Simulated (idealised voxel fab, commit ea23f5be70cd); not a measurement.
You're looking at the process module voxel wiring stack.
Square cells of 5 nm make up the cross-section cut, whose width is 200 nm.
Cross-section, as written here: a square-cell grid given band by band from the top down, where a band holds one or more rows of cells.
Per band: top height and bottom height in nm, followed by the left-to-right materials and their widths in nm; "edge to edge" marks a single material spanning edge to edge, "air" marks empty space.
Height datum 0, below which the as-received substrate wafer is one material. Lowest band open at the bottom, running downward: "0..down".
Note: "30..40" means the width goes from the first number (top row of the band) to the second number (bottom row) in equal steps per row of cells.
"no modification", as given for a step, is the statement that not any cell of the cross-section underwent a change during that step.
Empty spaces counting at least 8 cells and having no open way to the top are listed in "Catalogued sealed voids". The notation width x height at distance is used for each, the distance being from the left edge and all three values in nm.
What comes after the settings on a step's line is commentary from the simulator itself on that step.
You can add "overlay nm" to a step's line. For a step with a mask, it describes how far the mask lay to the right of its planned position, and a negative number describes a lay to the left.

## Here's what the planned process steps look like
| 1 | op RECEIVE | material Si |
| 2 | op CONFORMAL_DEP | material SiO2 | thk nm 10 |
| 3 | op DIRECTIONAL_DEP | material TiN | thk nm 5 |
| 4 | op DIRECTIONAL_DEP | material Ru | thk nm 25 |
| 5 | op PATTERN | tone cover | mask id METAL_1 | material resist | width nm 30 | pitch nm 45 | thk nm 20 | overlay nm 0 |
| 6 | op DIRECTIONAL_ETCH | etch materials Ru | depth nm 25 |
| 7 | op DIRECTIONAL_ETCH | etch materials TiN | depth nm 5 |
| 8 | op STRIP | etch materials resist |
| 9 | op FILL_DEP | material SiO2 | thk nm 10 |
| 10 | op CMP | height nm 40 |
| 11 | op CONFORMAL_DEP | material SiCN | thk nm 5 |
| 12 | op DIRECTIONAL_DEP | material lowk | thk nm 10 |
| 13 | op PATTERN | tone open | mask id PLUG_1 | material resist | width nm 15 | pitch nm 45 | thk nm 15 | overlay nm 0 |
| 14 | op DIRECTIONAL_ETCH | etch materials lowk | depth nm 10 |
| 15 | op DIRECTIONAL_ETCH | etch materials SiCN | depth nm 5 |
| 16 | op STRIP | etch materials resist |
| 17 | op CONFORMAL_DEP | material TiN | thk nm 5 |
| 18 | op FILL_DEP | material Cu | thk nm 5 |
| 19 | op CMP | height nm 55 |
| 20 | op CONFORMAL_DEP | material SiCN | thk nm 5 |
| 21 | op DIRECTIONAL_DEP | material lowk | thk nm 25 |
| 22 | op PATTERN | tone open | mask id METAL_2 | material resist | width nm 30 | pitch nm 45 | thk nm 15 | overlay nm 0 |
| 23 | op DIRECTIONAL_ETCH | etch materials lowk | depth nm 25 |
| 24 | op DIRECTIONAL_ETCH | etch materials SiCN | depth nm 5 |
| 25 | op STRIP | etch materials resist |
| 26 | op CONFORMAL_DEP | material TiN | thk nm 5 |
| 27 | op FILL_DEP | material Ru | thk nm 10 |
| 28 | op CMP | height nm 85 |
| 29 | op EPI | material Ru | thk nm 5 |
| 30 | op FILL_DEP | material SiCN | thk nm 5 |

## Cross-section of the wafer at receipt, which is the condition after step 1
0..down | Si edge to edge
Catalogued sealed voids: none

## First of two wafers at the end of the module, shown in cross-section; run carried out as planned
95..90 | SiCN edge to edge
90..85 | 35 nm SiCN / 40 nm Ru / 5 nm SiCN / 40 nm Ru / 5 nm SiCN / 40 nm Ru / 35 nm SiCN
85..60 | 40 nm lowk / 5 nm TiN / 20 nm Ru / 5 nm TiN / 15 nm lowk / 5 nm TiN / 20 nm Ru / 5 nm TiN / 15 nm lowk / 5 nm TiN / 20 nm Ru / 5 nm TiN / 40 nm lowk
60..55 | 40 nm SiCN / 30 nm TiN / 15 nm SiCN / 30 nm TiN / 15 nm SiCN / 30 nm TiN / 40 nm SiCN
55..45 | 40 nm lowk / 5 nm TiN / 5 nm Cu / 5 nm TiN / 30 nm lowk / 5 nm TiN / 5 nm Cu / 5 nm TiN / 30 nm lowk / 5 nm TiN / 5 nm Cu / 5 nm TiN / 55 nm lowk
45..40 | 40 nm SiCN / 15 nm TiN / 30 nm SiCN / 15 nm TiN / 30 nm SiCN / 15 nm TiN / 55 nm SiCN
40..15 | 40 nm SiO2 / 30 nm Ru / 15 nm SiO2 / 30 nm Ru / 15 nm SiO2 / 30 nm Ru / 40 nm SiO2
15..10 | 40 nm SiO2 / 30 nm TiN / 15 nm SiO2 / 30 nm TiN / 15 nm SiO2 / 30 nm TiN / 40 nm SiO2
10..0 | SiO2 edge to edge
0..down | Si edge to edge
Catalogued sealed voids: none

## So this is wafer number two of the two, cut at the end of the module - it started where the first did and had the same plan, we just got one thing wrong running it
95..90 | SiCN edge to edge
90..85 | 35 nm SiCN / 40 nm Ru / 5 nm SiCN / 40 nm Ru / 5 nm SiCN / 40 nm Ru / 35 nm SiCN
85..60 | 40 nm lowk / 5 nm TiN / 20 nm Ru / 5 nm TiN / 15 nm lowk / 5 nm TiN / 20 nm Ru / 5 nm TiN / 15 nm lowk / 5 nm TiN / 20 nm Ru / 5 nm TiN / 40 nm lowk
60..55 | 40 nm SiCN / 30 nm TiN / 15 nm SiCN / 30 nm TiN / 15 nm SiCN / 30 nm TiN / 40 nm SiCN
55..45 | 40 nm lowk / 5 nm TiN / 5 nm Cu / 5 nm TiN / 30 nm lowk / 5 nm TiN / 5 nm Cu / 5 nm TiN / 30 nm lowk / 5 nm TiN / 5 nm Cu / 5 nm TiN / 55 nm lowk
45..40 | 40 nm SiCN / 15 nm TiN / 30 nm SiCN / 15 nm TiN / 30 nm SiCN / 15 nm TiN / 55 nm SiCN
40..35 | SiO2 edge to edge
35..10 | 40 nm SiO2 / 30 nm Ru / 15 nm SiO2 / 30 nm Ru / 15 nm SiO2 / 30 nm Ru / 40 nm SiO2
10..0 | SiO2 edge to edge
0..down | Si edge to edge
Catalogued sealed voids: none
What went wrong in running the wafer? step 3 from the plan never happened, it was just skipped
Wafer comparison, final, in cells, second relative to first, materials more or fewer: 18 more of SiO2, 18 fewer of TiN
